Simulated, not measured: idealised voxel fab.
process module | voxel transistor to metal
cross-section cut | 265 nm wide | cells 5 nm
A cross-section is a grid of square cells, given in bands from the top down. A band is one or more rows of cells.
Each band's line starts with the height of the band's top and of its bottom, in nm. Then come its materials from left to right, each with its width in nm. One material with "throughout" fills the band from edge to edge. "air" is empty space.
Height 0 is the level under which the wafer as received is all one material. The lowest band goes on downwards, as in "0 down".
A width such as "30 to 40" changes by the same amount from each row of cells to the next, from the band's top row to its bottom row.
"no change" after a step means that no cell of the cross-section changed.
closed voids: empty space of 8 cells or more with no open way to the top, each as width x height at its distance from the left edge, in nm
after a step's settings: what the simulator itself notes on the step
overlay nm, on a step with a mask: how far to the right of its planned place the mask lay; to the left if negative
Each pair below shows a cross-section before one step and the cross-section after it, down to the lowest band that changed. The line under each pair gives the step between them, with its settings. The pairs can come from different runs of this module on the same starting wafer, so a pair continues from the pair above only where its "before" says so.
before
  0 down: Si throughout
  closed voids: none
after
  5 to 0: SiO2 throughout
  below 0: unchanged
  closed voids: none
the step between: op CONFORMAL_DEP | material SiO2 | thk nm 5
before: the cross-section after the pair above
after
  20 to 5: SiN throughout
  below 5: unchanged
  closed voids: none
the step between: op CONFORMAL_DEP | material SiN | thk nm 15
before: the cross-section after the pair above
after
  35 to 20: air 20 | resist 100 | air 25 | resist 100 | air 20
  below 20: unchanged
  closed voids: none
the step between: op PATTERN | tone cover | mask id ACTIVE | material resist | width nm 100 | pitch nm 125 | thk nm 15 | overlay nm 0
before: the cross-section after the pair above
after
  35 to 20: air 20 | resist 100 | air 25 | resist 100 | air 20
  20 to 5: air 20 | SiN 100 | air 25 | SiN 100 | air 20
  below 5: unchanged
  closed voids: none
the step between: op DIRECTIONAL_ETCH | etch materials SiN | depth nm 15
before: the cross-section after the pair above
after
  35 to 20: air 20 | resist 100 | air 25 | resist 100 | air 20
  20 to 5: air 20 | SiN 100 | air 25 | SiN 100 | air 20
  5 to 0: air 20 | SiO2 100 | air 25 | SiO2 100 | air 20
  below 0: unchanged
  closed voids: none
the step between: op DIRECTIONAL_ETCH | etch materials SiO2 | depth nm 5
before: the cross-section after the pair above
after
  35 to 20: air 20 | resist 100 | air 25 | resist 100 | air 20
  20 to 5: air 20 | SiN 100 | air 25 | SiN 100 | air 20
  5 to 0: air 20 | SiO2 100 | air 25 | SiO2 100 | air 20
  0 to -30: air 20 | Si 100 | air 25 | Si 100 | air 20
  below -30: unchanged
  closed voids: none
the step between: op DIRECTIONAL_ETCH | etch materials Si | depth nm 30
before: the cross-section after the pair above
after
  20 to 5: air 20 | SiN 100 | air 25 | SiN 100 | air 20
  below 5: unchanged
  closed voids: none
the step between: op STRIP | etch materials resist
before: the cross-section after the pair above
after
  20 to 5: air 20 | SiN 100 | air 25 | SiN 100 | air 20
  5 to 0: air 20 | SiO2 100 | air 25 | SiO2 100 | air 20
  0 to -30: air 20 | SiO2 5 | Si 90 | SiO2 5 | air 25 | SiO2 5 | Si 90 | SiO2 5 | air 20
  -30 to -35: SiO2 25 | Si 90 | SiO2 35 | Si 90 | SiO2 25
  below -35: unchanged
  closed voids: none
the step between: op OXIDIZE | depth nm 5
before: the cross-section after the pair above
after
  35 to 20: SiO2 throughout
  20 to 5: SiO2 20 | SiN 100 | SiO2 25 | SiN 100 | SiO2 20
  5 to 0: SiO2 throughout
  0 to -35: SiO2 25 | Si 90 | SiO2 35 | Si 90 | SiO2 25
  below -35: unchanged
  closed voids: none
the step between: op FILL_DEP | material SiO2 | thk nm 15
before: the cross-section after the pair above
after
  20 to 5: SiO2 20 | SiN 100 | SiO2 25 | SiN 100 | SiO2 20
  below 5: unchanged
  closed voids: none
the step between: op CMP | height nm 20
before: the cross-section after the pair above
after
  20 to 15: air 20 | SiN 100 | air 25 | SiN 100 | air 20
  below 15: unchanged
  closed voids: none
the step between: op SELECTIVE_ETCH | etch materials SiO2 | depth nm 5
before: the cross-section after the pair above
after
  15 to 5: SiO2 20 | air 100 | SiO2 25 | air 100 | SiO2 20
  below 5: unchanged
  closed voids: none
the step between: op STRIP | etch materials SiN
before: the cross-section after the pair above
after
  10 to 0: SiO2 15 | air 110 | SiO2 15 | air 110 | SiO2 15
  below 0: unchanged
  closed voids: none
the step between: op SELECTIVE_ETCH | etch materials SiO2 | depth nm 5
before: the cross-section after the pair above
after
  10 to 0: SiO2 15 | air 110 | SiO2 15 | air 110 | SiO2 15
  0 to -5: SiO2 throughout
  below -5: unchanged
  closed voids: none
the step between: op OXIDIZE | depth nm 5
before: the cross-section after the pair above
after
  30 to 20: polySi 15 | air 110 | polySi 15 | air 110 | polySi 15
  20 to 10: polySi throughout
  10 to 0: SiO2 15 | polySi 110 | SiO2 15 | polySi 110 | SiO2 15
  below 0: unchanged
  closed voids: none
the step between: op DIRECTIONAL_DEP | material polySi | thk nm 20
before: the cross-section after the pair above
after
  40 to 30: SiCN 15 | air 110 | SiCN 15 | air 110 | SiCN 15
  30 to 20: polySi 15 | SiCN 110 | polySi 15 | SiCN 110 | polySi 15
  below 20: unchanged
  closed voids: none
the step between: op DIRECTIONAL_DEP | material SiCN | thk nm 10
before: the cross-section after the pair above
after
  50 to 40: aC 15 | air 110 | aC 15 | air 110 | aC 15
  40 to 30: SiCN 15 | aC 110 | SiCN 15 | aC 110 | SiCN 15
  below 30: unchanged
  closed voids: none
the step between: op DIRECTIONAL_DEP | material aC | thk nm 10
before: the cross-section after the pair above
after
  80 to 50: air 60 | resist 20 | air 105 | resist 20 | air 60
  50 to 40: aC 15 | air 45 | resist 20 | air 45 | aC 15 | air 45 | resist 20 | air 45 | aC 15
  below 40: unchanged
  closed voids: none
the step between: op PATTERN | tone cover | mask id GATE | material resist | width nm 20 | pitch nm 125 | thk nm 30 | overlay nm 0
before: the cross-section after the pair above
after
  70 to 40: air 60 | resist 20 | air 105 | resist 20 | air 60
  40 to 30: SiCN 15 | air 45 | aC 20 | air 45 | SiCN 15 | air 45 | aC 20 | air 45 | SiCN 15
  below 30: unchanged
  closed voids: none
the step between: op DIRECTIONAL_ETCH | etch materials aC | depth nm 10
before: the cross-section after the pair above
after
  40 to 30: SiCN 15 | air 45 | aC 20 | air 45 | SiCN 15 | air 45 | aC 20 | air 45 | SiCN 15
  below 30: unchanged
  closed voids: none
the step between: op STRIP | etch materials resist
before: the cross-section after the pair above
after
  40 to 30: air 60 | aC 20 | air 105 | aC 20 | air 60
  30 to 20: polySi 15 | air 45 | SiCN 20 | air 45 | polySi 15 | air 45 | SiCN 20 | air 45 | polySi 15
  below 20: unchanged
  closed voids: none
the step between: op DIRECTIONAL_ETCH | etch materials SiCN | depth nm 20
before: the cross-section after the pair above
after
  40 to 30: air 60 | aC 20 | air 105 | aC 20 | air 60
  30 to 20: air 60 | SiCN 20 | air 105 | SiCN 20 | air 60
  20 to 10: air 60 | polySi 20 | air 105 | polySi 20 | air 60
  10 to 0: SiO2 15 | air 45 | polySi 20 | air 45 | SiO2 15 | air 45 | polySi 20 | air 45 | SiO2 15
  below 0: unchanged
  closed voids: none
the step between: op DIRECTIONAL_ETCH | etch materials polySi | depth nm 30
before: the cross-section after the pair above
after
  30 to 20: air 60 | SiCN 20 | air 105 | SiCN 20 | air 60
  below 20: unchanged
  closed voids: none
the step between: op STRIP | etch materials aC
before: the cross-section after the pair above
after
  35 to 30: air 55 | SiO2 30 | air 95 | SiO2 30 | air 55
  30 to 20: air 55 | SiO2 5 | SiCN 20 | SiO2 5 | air 95 | SiO2 5 | SiCN 20 | SiO2 5 | air 55
  20 to 15: air 55 | SiO2 5 | polySi 20 | SiO2 5 | air 95 | SiO2 5 | polySi 20 | SiO2 5 | air 55
  15 to 5: SiO2 20 | air 35 | SiO2 5 | polySi 20 | SiO2 5 | air 35 | SiO2 25 | air 35 | SiO2 5 | polySi 20 | SiO2 5 | air 35 | SiO2 20
  5 to 0: SiO2 60 | polySi 20 | SiO2 105 | polySi 20 | SiO2 60
  below 0: unchanged
  closed voids: none
the step between: op CONFORMAL_DEP | material SiO2 | thk nm 5
before: the cross-section after the pair above
after
  30 to 20: air 55 | SiO2 5 | SiCN 20 | SiO2 5 | air 95 | SiO2 5 | SiCN 20 | SiO2 5 | air 55
  20 to 10: air 55 | SiO2 5 | polySi 20 | SiO2 5 | air 95 | SiO2 5 | polySi 20 | SiO2 5 | air 55
  10 to 0: SiO2 20 | air 35 | SiO2 5 | polySi 20 | SiO2 5 | air 35 | SiO2 25 | air 35 | SiO2 5 | polySi 20 | SiO2 5 | air 35 | SiO2 20
  below 0: unchanged
  closed voids: none
the step between: op DIRECTIONAL_ETCH | etch materials SiO2 | depth nm 5
before: the cross-section after the pair above
after
  40 to 30: air 45 | SiN 50 | air 75 | SiN 50 | air 45
  30 to 20: air 45 | SiN 10 | SiO2 5 | SiCN 20 | SiO2 5 | SiN 10 | air 75 | SiN 10 | SiO2 5 | SiCN 20 | SiO2 5 | SiN 10 | air 45
  20 to 10: SiN 30 | air 15 | SiN 10 | SiO2 5 | polySi 20 | SiO2 5 | SiN 10 | air 15 | SiN 45 | air 15 | SiN 10 | SiO2 5 | polySi 20 | SiO2 5 | SiN 10 | air 15 | SiN 30
  10 to 0: SiO2 20 | SiN 35 | SiO2 5 | polySi 20 | SiO2 5 | SiN 35 | SiO2 25 | SiN 35 | SiO2 5 | polySi 20 | SiO2 5 | SiN 35 | SiO2 20
  below 0: unchanged
  closed voids: none
the step between: op CONFORMAL_DEP | material SiN | thk nm 10
before: the cross-section after the pair above
after
  30 to 20: air 45 | SiN 10 | SiO2 5 | SiCN 20 | SiO2 5 | SiN 10 | air 75 | SiN 10 | SiO2 5 | SiCN 20 | SiO2 5 | SiN 10 | air 45
  20 to 10: air 45 | SiN 10 | SiO2 5 | polySi 20 | SiO2 5 | SiN 10 | air 75 | SiN 10 | SiO2 5 | polySi 20 | SiO2 5 | SiN 10 | air 45
  10 to 0: SiO2 20 | SiN 10 | air 15 | SiN 10 | SiO2 5 | polySi 20 | SiO2 5 | SiN 10 | air 15 | SiN 10 | SiO2 25 | SiN 10 | air 15 | SiN 10 | SiO2 5 | polySi 20 | SiO2 5 | SiN 10 | air 15 | SiN 10 | SiO2 20
  below 0: unchanged
  closed voids: none
the step between: op DIRECTIONAL_ETCH | etch materials SiN | depth nm 10
before: the cross-section after the pair above
after
  30 to 25: air 45 | SiN 10 | air 5 | SiCN 20 | air 5 | SiN 10 | air 75 | SiN 10 | air 5 | SiCN 20 | air 5 | SiN 10 | air 45
  25 to 20: air 45 | SiN 10 | SiO2 5 | SiCN 20 | SiO2 5 | SiN 10 | air 75 | SiN 10 | SiO2 5 | SiCN 20 | SiO2 5 | SiN 10 | air 45
  20 to 10: air 45 | SiN 10 | SiO2 5 | polySi 20 | SiO2 5 | SiN 10 | air 75 | SiN 10 | SiO2 5 | polySi 20 | SiO2 5 | SiN 10 | air 45
  10 to 5: air 20 | SiN 10 | air 15 | SiN 10 | SiO2 5 | polySi 20 | SiO2 5 | SiN 10 | air 15 | SiN 10 | air 25 | SiN 10 | air 15 | SiN 10 | SiO2 5 | polySi 20 | SiO2 5 | SiN 10 | air 15 | SiN 10 | air 20
  5 to 0: SiO2 20 | SiN 10 | air 15 | SiN 10 | SiO2 5 | polySi 20 | SiO2 5 | SiN 10 | air 15 | SiN 10 | SiO2 25 | SiN 10 | air 15 | SiN 10 | SiO2 5 | polySi 20 | SiO2 5 | SiN 10 | air 15 | SiN 10 | SiO2 20
  0 to -5: SiO2 30 | air 15 | SiO2 50 | air 15 | SiO2 45 | air 15 | SiO2 50 | air 15 | SiO2 30
  below -5: unchanged
  closed voids: none
the step between: op DIRECTIONAL_ETCH | etch materials SiO2 | depth nm 5
before: the cross-section after the pair above
after
  30 to 25: air 45 | SiN 10 | air 5 | SiCN 20 | air 5 | SiN 10 | air 75 | SiN 10 | air 5 | SiCN 20 | air 5 | SiN 10 | air 45
  25 to 20: air 45 | SiN 10 | SiO2 5 | SiCN 20 | SiO2 5 | SiN 10 | air 75 | SiN 10 | SiO2 5 | SiCN 20 | SiO2 5 | SiN 10 | air 45
  20 to 10: air 45 | SiN 10 | SiO2 5 | polySi 20 | SiO2 5 | SiN 10 | air 75 | SiN 10 | SiO2 5 | polySi 20 | SiO2 5 | SiN 10 | air 45
  10 to 5: air 20 | SiN 10 | air 15 | SiN 10 | SiO2 5 | polySi 20 | SiO2 5 | SiN 10 | air 15 | SiN 10 | air 25 | SiN 10 | air 15 | SiN 10 | SiO2 5 | polySi 20 | SiO2 5 | SiN 10 | air 15 | SiN 10 | air 20
  5 to 0: SiO2 20 | SiN 10 | air 15 | SiN 10 | SiO2 5 | polySi 20 | SiO2 5 | SiN 10 | air 15 | SiN 10 | SiO2 25 | SiN 10 | air 15 | SiN 10 | SiO2 5 | polySi 20 | SiO2 5 | SiN 10 | air 15 | SiN 10 | SiO2 20
  0 to -5: SiO2 30 | air 15 | SiO2 50 | air 15 | SiO2 45 | air 15 | SiO2 50 | air 15 | SiO2 30
  -5 to -10: SiO2 25 | Si 5 | air 15 | Si 50 | air 15 | Si 5 | SiO2 35 | Si 5 | air 15 | Si 50 | air 15 | Si 5 | SiO2 25
  below -10: unchanged
  closed voids: none
the step between: op DIRECTIONAL_ETCH | etch materials Si | depth nm 5
before: the cross-section after the pair above
after
  30 to 25: air 45 | SiN 10 | air 5 | SiCN 20 | air 5 | SiN 10 | air 75 | SiN 10 | air 5 | SiCN 20 | air 5 | SiN 10 | air 45
  25 to 20: air 45 | SiN 10 | SiO2 5 | SiCN 20 | SiO2 5 | SiN 10 | air 75 | SiN 10 | SiO2 5 | SiCN 20 | SiO2 5 | SiN 10 | air 45
  20 to 10: air 45 | SiN 10 | SiO2 5 | polySi 20 | SiO2 5 | SiN 10 | air 75 | SiN 10 | SiO2 5 | polySi 20 | SiO2 5 | SiN 10 | air 45
  10 to 5: air 20 | SiN 10 | air 15 | SiN 10 | SiO2 5 | polySi 20 | SiO2 5 | SiN 10 | air 15 | SiN 10 | air 25 | SiN 10 | air 15 | SiN 10 | SiO2 5 | polySi 20 | SiO2 5 | SiN 10 | air 15 | SiN 10 | air 20
  5 to 0: SiO2 20 | SiN 10 | pSi 15 | SiN 10 | SiO2 5 | polySi 20 | SiO2 5 | SiN 10 | pSi 15 | SiN 10 | SiO2 25 | SiN 10 | pSi 15 | SiN 10 | SiO2 5 | polySi 20 | SiO2 5 | SiN 10 | pSi 15 | SiN 10 | SiO2 20
  0 to -5: SiO2 30 | pSi 15 | SiO2 50 | pSi 15 | SiO2 45 | pSi 15 | SiO2 50 | pSi 15 | SiO2 30
  -5 to -10: SiO2 25 | Si 5 | pSi 15 | Si 50 | pSi 15 | Si 5 | SiO2 35 | Si 5 | pSi 15 | Si 50 | pSi 15 | Si 5 | SiO2 25
  below -10: unchanged
  closed voids: none
the step between: op EPI | material pSi | thk nm 10
before: the cross-section after the pair above
after
  40 to 30: SiO2 throughout
  30 to 20: SiO2 45 | SiN 10 | SiO2 5 | SiCN 20 | SiO2 5 | SiN 10 | SiO2 75 | SiN 10 | SiO2 5 | SiCN 20 | SiO2 5 | SiN 10 | SiO2 45
  20 to 10: SiO2 45 | SiN 10 | SiO2 5 | polySi 20 | SiO2 5 | SiN 10 | SiO2 75 | SiN 10 | SiO2 5 | polySi 20 | SiO2 5 | SiN 10 | SiO2 45
  10 to 5: SiO2 20 | SiN 10 | SiO2 15 | SiN 10 | SiO2 5 | polySi 20 | SiO2 5 | SiN 10 | SiO2 15 | SiN 10 | SiO2 25 | SiN 10 | SiO2 15 | SiN 10 | SiO2 5 | polySi 20 | SiO2 5 | SiN 10 | SiO2 15 | SiN 10 | SiO2 20
  below 5: unchanged
  closed voids: none
the step between: op FILL_DEP | material SiO2 | thk nm 10
before: the cross-section after the pair above
after
  30 to 20: SiO2 45 | SiN 10 | SiO2 5 | SiCN 20 | SiO2 5 | SiN 10 | SiO2 75 | SiN 10 | SiO2 5 | SiCN 20 | SiO2 5 | SiN 10 | SiO2 45
  below 20: unchanged
  closed voids: none
the step between: op CMP | height nm 30
before: the cross-section after the pair above
after
  40 to 30: SiO2 throughout
  below 30: unchanged
  closed voids: none
the step between: op DIRECTIONAL_DEP | material SiO2 | thk nm 10
before: the cross-section after the pair above
after
  60 to 40: resist 25 | air 30 | resist 30 | air 30 | resist 35 | air 30 | resist 30 | air 30 | resist 25
  below 40: unchanged
  closed voids: none
the step between: op PATTERN | tone open | mask id CONTACT | material resist | width nm 30 | thk nm 20 | overlay nm 0
before: the cross-section after the pair above
after
  60 to 40: resist 25 | air 30 | resist 30 | air 30 | resist 35 | air 30 | resist 30 | air 30 | resist 25
  40 to 30: SiO2 25 | air 30 | SiO2 30 | air 30 | SiO2 35 | air 30 | SiO2 30 | air 30 | SiO2 25
  30 to 20: SiO2 25 | air 20 | SiN 10 | SiO2 5 | SiCN 20 | SiO2 5 | SiN 10 | air 20 | SiO2 35 | air 20 | SiN 10 | SiO2 5 | SiCN 20 | SiO2 5 | SiN 10 | air 20 | SiO2 25
  20 to 10: SiO2 25 | air 20 | SiN 10 | SiO2 5 | polySi 20 | SiO2 5 | SiN 10 | air 20 | SiO2 35 | air 20 | SiN 10 | SiO2 5 | polySi 20 | SiO2 5 | SiN 10 | air 20 | SiO2 25
  10 to 5: SiO2 20 | SiN 10 | air 15 | SiN 10 | SiO2 5 | polySi 20 | SiO2 5 | SiN 10 | air 15 | SiN 10 | SiO2 25 | SiN 10 | air 15 | SiN 10 | SiO2 5 | polySi 20 | SiO2 5 | SiN 10 | air 15 | SiN 10 | SiO2 20
  below 5: unchanged
  closed voids: none
the step between: op DIRECTIONAL_ETCH | etch materials SiO2 | depth nm 35
before: the cross-section after the pair above
after
  40 to 30: SiO2 25 | air 30 | SiO2 30 | air 30 | SiO2 35 | air 30 | SiO2 30 | air 30 | SiO2 25
  below 30: unchanged
  closed voids: none
the step between: op STRIP | etch materials resist
before: the cross-section after the pair above
after
  45 to 40: TiN 30 | air 20 | TiN 40 | air 20 | TiN 45 | air 20 | TiN 40 | air 20 | TiN 30
  40 to 30: SiO2 25 | TiN 5 | air 20 to 10 | TiN 5 to 15 | SiO2 30 | TiN 5 to 15 | air 20 to 10 | TiN 5 | SiO2 35 | TiN 5 | air 20 to 10 | TiN 5 to 15 | SiO2 30 | TiN 5 to 15 | air 20 to 10 | TiN 5 | SiO2 25
  30 to 20: SiO2 25 | TiN 5 | air 10 | TiN 5 | SiN 10 | SiO2 5 | SiCN 20 | SiO2 5 | SiN 10 | TiN 5 | air 10 | TiN 5 | SiO2 35 | TiN 5 | air 10 | TiN 5 | SiN 10 | SiO2 5 | SiCN 20 | SiO2 5 | SiN 10 | TiN 5 | air 10 | TiN 5 | SiO2 25
  20 to 10: SiO2 25 | TiN 5 to 10 | air 10 to 5 | TiN 5 | SiN 10 | SiO2 5 | polySi 20 | SiO2 5 | SiN 10 | TiN 5 | air 10 to 5 | TiN 5 to 10 | SiO2 35 | TiN 5 to 10 | air 10 to 5 | TiN 5 | SiN 10 | SiO2 5 | polySi 20 | SiO2 5 | SiN 10 | TiN 5 | air 10 to 5 | TiN 5 to 10 | SiO2 25
  10 to 5: SiO2 20 | SiN 10 | TiN 15 | SiN 10 | SiO2 5 | polySi 20 | SiO2 5 | SiN 10 | TiN 15 | SiN 10 | SiO2 25 | SiN 10 | TiN 15 | SiN 10 | SiO2 5 | polySi 20 | SiO2 5 | SiN 10 | TiN 15 | SiN 10 | SiO2 20
  below 5: unchanged
  closed voids: none
the step between: op CONFORMAL_DEP | material TiN | thk nm 5
before: the cross-section after the pair above
after
  50 to 45: W throughout
  45 to 40: TiN 30 | W 20 | TiN 40 | W 20 | TiN 45 | W 20 | TiN 40 | W 20 | TiN 30
  40 to 30: SiO2 25 | TiN 5 | W 20 to 10 | TiN 5 to 15 | SiO2 30 | TiN 5 to 15 | W 20 to 10 | TiN 5 | SiO2 35 | TiN 5 | W 20 to 10 | TiN 5 to 15 | SiO2 30 | TiN 5 to 15 | W 20 to 10 | TiN 5 | SiO2 25
  30 to 20: SiO2 25 | TiN 5 | W 10 | TiN 5 | SiN 10 | SiO2 5 | SiCN 20 | SiO2 5 | SiN 10 | TiN 5 | W 10 | TiN 5 | SiO2 35 | TiN 5 | W 10 | TiN 5 | SiN 10 | SiO2 5 | SiCN 20 | SiO2 5 | SiN 10 | TiN 5 | W 10 | TiN 5 | SiO2 25
  20 to 10: SiO2 25 | TiN 5 to 10 | W 10 to 5 | TiN 5 | SiN 10 | SiO2 5 | polySi 20 | SiO2 5 | SiN 10 | TiN 5 | W 10 to 5 | TiN 5 to 10 | SiO2 35 | TiN 5 to 10 | W 10 to 5 | TiN 5 | SiN 10 | SiO2 5 | polySi 20 | SiO2 5 | SiN 10 | TiN 5 | W 10 to 5 | TiN 5 to 10 | SiO2 25
  below 10: unchanged
  closed voids: none
the step between: op FILL_DEP | material W | thk nm 5
before: the cross-section after the pair above
after
  40 to 30: SiO2 25 | TiN 5 | W 20 to 10 | TiN 5 to 15 | SiO2 30 | TiN 5 to 15 | W 20 to 10 | TiN 5 | SiO2 35 | TiN 5 | W 20 to 10 | TiN 5 to 15 | SiO2 30 | TiN 5 to 15 | W 20 to 10 | TiN 5 | SiO2 25
  below 30: unchanged
  closed voids: none
the step between: op CMP | height nm 40
before: the cross-section after the pair above
after
  45 to 40: TiN throughout
  below 40: unchanged
  closed voids: none
the step between: op DIRECTIONAL_DEP | material TiN | thk nm 5
before: the cross-section after the pair above
after
  60 to 45: W throughout
  below 45: unchanged
  closed voids: none
the step between: op DIRECTIONAL_DEP | material W | thk nm 15
before: the cross-section after the pair above
after
  60 to 45: air 25 | W 15 | air 60 | W 15 | air 35 | W 15 | air 60 | W 15 | air 25
  below 45: unchanged
  closed voids: none
the step between: op MASKED_ETCH | tone cover | mask id METAL_1 | width nm 15 | etch materials W | depth nm 15 | overlay nm 0
before: the cross-section after the pair above
after
  60 to 45: air 25 | W 15 | air 60 | W 15 | air 35 | W 15 | air 60 | W 15 | air 25
  45 to 40: air 25 | TiN 15 | air 60 | TiN 15 | air 35 | TiN 15 | air 60 | TiN 15 | air 25
  below 40: unchanged
  closed voids: none
the step between: op MASKED_ETCH | tone cover | mask id METAL_1 | width nm 15 | etch materials TiN | depth nm 5 | overlay nm 0
before: the cross-section after the pair above
after
  65 to 60: air 20 | SiCN 25 | air 50 | SiCN 25 | air 25 | SiCN 25 | air 50 | SiCN 25 | air 20
  60 to 45: air 20 | SiCN 5 | W 15 | SiCN 5 | air 50 | SiCN 5 | W 15 | SiCN 5 | air 25 | SiCN 5 | W 15 | SiCN 5 | air 50 | SiCN 5 | W 15 | SiCN 5 | air 20
  45 to 40: SiCN 25 | TiN 15 | SiCN 60 | TiN 15 | SiCN 35 | TiN 15 | SiCN 60 | TiN 15 | SiCN 25
  below 40: unchanged
  closed voids: none
the step between: op CONFORMAL_DEP | material SiCN | thk nm 5
before: the cross-section after the pair above
after
  75 to 65: SiO2 throughout
  65 to 60: SiO2 20 | SiCN 25 | SiO2 50 | SiCN 25 | SiO2 25 | SiCN 25 | SiO2 50 | SiCN 25 | SiO2 20
  60 to 45: SiO2 20 | SiCN 5 | W 15 | SiCN 5 | SiO2 50 | SiCN 5 | W 15 | SiCN 5 | SiO2 25 | SiCN 5 | W 15 | SiCN 5 | SiO2 50 | SiCN 5 | W 15 | SiCN 5 | SiO2 20
  below 45: unchanged
  closed voids: none
the step between: op FILL_DEP | material SiO2 | thk nm 10
before: the cross-section after the pair above
after
  60 to 45: SiO2 20 | SiCN 5 | W 15 | SiCN 5 | SiO2 50 | SiCN 5 | W 15 | SiCN 5 | SiO2 25 | SiCN 5 | W 15 | SiCN 5 | SiO2 50 | SiCN 5 | W 15 | SiCN 5 | SiO2 20
  below 45: unchanged
  closed voids: none
the step between: op CMP | height nm 60
before: the cross-section after the pair above
after
  65 to 60: SiCN throughout
  below 60: unchanged
  closed voids: none
the step between: op CONFORMAL_DEP | material SiCN | thk nm 5
before: the cross-section after the pair above
after
  100 to 65: SiO2 throughout
  below 65: unchanged
  closed voids: none
the step between: op DIRECTIONAL_DEP | material SiO2 | thk nm 35
before: the cross-section after the pair above
after
  100 to 80: SiO2 25 | air 15 | SiO2 110 | air 15 | SiO2 100
  below 80: unchanged
  closed voids: none
the step between: op MASKED_ETCH | tone open | mask id METAL_2 | width nm 15 | pitch nm 125 | etch materials SiO2 | depth nm 20 | overlay nm 0
before: the cross-section after the pair above
after
  120 to 100: resist 25 | air 15 | resist 110 | air 15 | resist 100
  below 100: unchanged
  closed voids: none
the step between: op PATTERN | tone open | mask id METAL_2_HOLES | material resist | width nm 15 | pitch nm 125 | thk nm 20 | overlay nm 0
before: the cross-section after the pair above
after
  120 to 100: resist 25 | air 15 | resist 110 | air 15 | resist 100
  100 to 65: SiO2 25 | air 15 | SiO2 110 | air 15 | SiO2 100
  below 65: unchanged
  closed voids: none
the step between: op DIRECTIONAL_ETCH | etch materials SiO2 | depth nm 15
before: the cross-section after the pair above
after
  120 to 100: resist 25 | air 15 | resist 110 | air 15 | resist 100
  100 to 65: SiO2 25 | air 15 | SiO2 110 | air 15 | SiO2 100
  65 to 60: SiCN 25 | air 15 | SiCN 110 | air 15 | SiCN 100
  below 60: unchanged
  closed voids: none
the step between: op DIRECTIONAL_ETCH | etch materials SiCN | depth nm 5
before: the cross-section after the pair above
after
  100 to 65: SiO2 25 | air 15 | SiO2 110 | air 15 | SiO2 100
  below 65: unchanged
  closed voids: none
the step between: op STRIP | etch materials resist
before: the cross-section after the pair above
after
  105 to 100: TiN 30 | air 5 | TiN 120 | air 5 | TiN 105
  100 to 65: SiO2 25 | TiN 5 | air 5 | TiN 5 | SiO2 110 | TiN 5 | air 5 | TiN 5 | SiO2 100
  65 to 60: SiCN 25 | TiN 15 | SiCN 110 | TiN 15 | SiCN 100
  below 60: unchanged
  closed voids: none
the step between: op CONFORMAL_DEP | material TiN | thk nm 5
before: the cross-section after the pair above
after
  110 to 105: Cu throughout
  105 to 100: TiN 30 | Cu 5 | TiN 120 | Cu 5 | TiN 105
  100 to 65: SiO2 25 | TiN 5 | Cu 5 | TiN 5 | SiO2 110 | TiN 5 | Cu 5 | TiN 5 | SiO2 100
  below 65: unchanged
  closed voids: none
the step between: op FILL_DEP | material Cu | thk nm 5
before: the cross-section after the pair above
after
  100 to 65: SiO2 25 | TiN 5 | Cu 5 | TiN 5 | SiO2 110 | TiN 5 | Cu 5 | TiN 5 | SiO2 100
  below 65: unchanged
  closed voids: none
the step between: op CMP | height nm 100
before: the cross-section after the pair above
after
  105 to 100: SiN throughout
  below 100: unchanged
  closed voids: none
the step between: op CONFORMAL_DEP | material SiN | thk nm 5
before
  35 to 20: SiO2 throughout
  20 to 5: SiO2 20 | SiN 100 | SiO2 25 | SiN 100 | SiO2 20
  5 to 0: SiO2 throughout
  0 to -35: SiO2 25 | Si 90 | SiO2 35 | Si 90 | SiO2 25
  -35 down: Si throughout
  closed voids: none
after
  30 to 20: SiO2 throughout
  below 20: unchanged
  closed voids: none
the step between: op SELECTIVE_ETCH | etch materials SiO2 | depth nm 5
before: the cross-section after the pair above
after
  25 to 20: SiO2 throughout
  below 20: unchanged
  closed voids: none
the step between: op SELECTIVE_ETCH | etch materials SiO2 | depth nm 5
before: the cross-section after the pair above
after
  45 to 25: polySi throughout
  below 25: unchanged
  closed voids: none
the step between: op DIRECTIONAL_DEP | material polySi | thk nm 20
before: the cross-section after the pair above
after
  55 to 45: SiCN throughout
  below 45: unchanged
  closed voids: none
the step between: op DIRECTIONAL_DEP | material SiCN | thk nm 10
before: the cross-section after the pair above
after
  65 to 55: aC throughout
  below 55: unchanged
  closed voids: none
the step between: op DIRECTIONAL_DEP | material aC | thk nm 10
before: the cross-section after the pair above
after
  95 to 65: air 60 | resist 20 | air 105 | resist 20 | air 60
  below 65: unchanged
  closed voids: none
the step between: op PATTERN | tone cover | mask id GATE | material resist | width nm 20 | pitch nm 125 | thk nm 30 | overlay nm 0
before: the cross-section after the pair above
after
  85 to 65: air 60 | resist 20 | air 105 | resist 20 | air 60
  65 to 55: air 60 | aC 20 | air 105 | aC 20 | air 60
  below 55: unchanged
  closed voids: none
the step between: op DIRECTIONAL_ETCH | etch materials aC | depth nm 10
before: the cross-section after the pair above
after
  65 to 55: air 60 | aC 20 | air 105 | aC 20 | air 60
  below 55: unchanged
  closed voids: none
the step between: op STRIP | etch materials resist
before: the cross-section after the pair above
after
  65 to 55: air 60 | aC 20 | air 105 | aC 20 | air 60
  55 to 45: air 60 | SiCN 20 | air 105 | SiCN 20 | air 60
  below 45: unchanged
  closed voids: none
the step between: op DIRECTIONAL_ETCH | etch materials SiCN | depth nm 20
before: the cross-section after the pair above
after
  65 to 55: air 60 | aC 20 | air 105 | aC 20 | air 60
  55 to 45: air 60 | SiCN 20 | air 105 | SiCN 20 | air 60
  45 to 25: air 60 | polySi 20 | air 105 | polySi 20 | air 60
  below 25: unchanged
  closed voids: none
the step between: op DIRECTIONAL_ETCH | etch materials polySi | depth nm 30
before: the cross-section after the pair above
after
  55 to 45: air 60 | SiCN 20 | air 105 | SiCN 20 | air 60
  below 45: unchanged
  closed voids: none
the step between: op STRIP | etch materials aC
before: the cross-section after the pair above
after
  60 to 55: air 55 | SiO2 30 | air 95 | SiO2 30 | air 55
  55 to 45: air 55 | SiO2 5 | SiCN 20 | SiO2 5 | air 95 | SiO2 5 | SiCN 20 | SiO2 5 | air 55
  45 to 30: air 55 | SiO2 5 | polySi 20 | SiO2 5 | air 95 | SiO2 5 | polySi 20 | SiO2 5 | air 55
  30 to 25: SiO2 60 | polySi 20 | SiO2 105 | polySi 20 | SiO2 60
  below 25: unchanged
  closed voids: none
the step between: op CONFORMAL_DEP | material SiO2 | thk nm 5
before: the cross-section after the pair above
after
  55 to 45: air 55 | SiO2 5 | SiCN 20 | SiO2 5 | air 95 | SiO2 5 | SiCN 20 | SiO2 5 | air 55
  45 to 25: air 55 | SiO2 5 | polySi 20 | SiO2 5 | air 95 | SiO2 5 | polySi 20 | SiO2 5 | air 55
  below 25: unchanged
  closed voids: none
the step between: op DIRECTIONAL_ETCH | etch materials SiO2 | depth nm 5
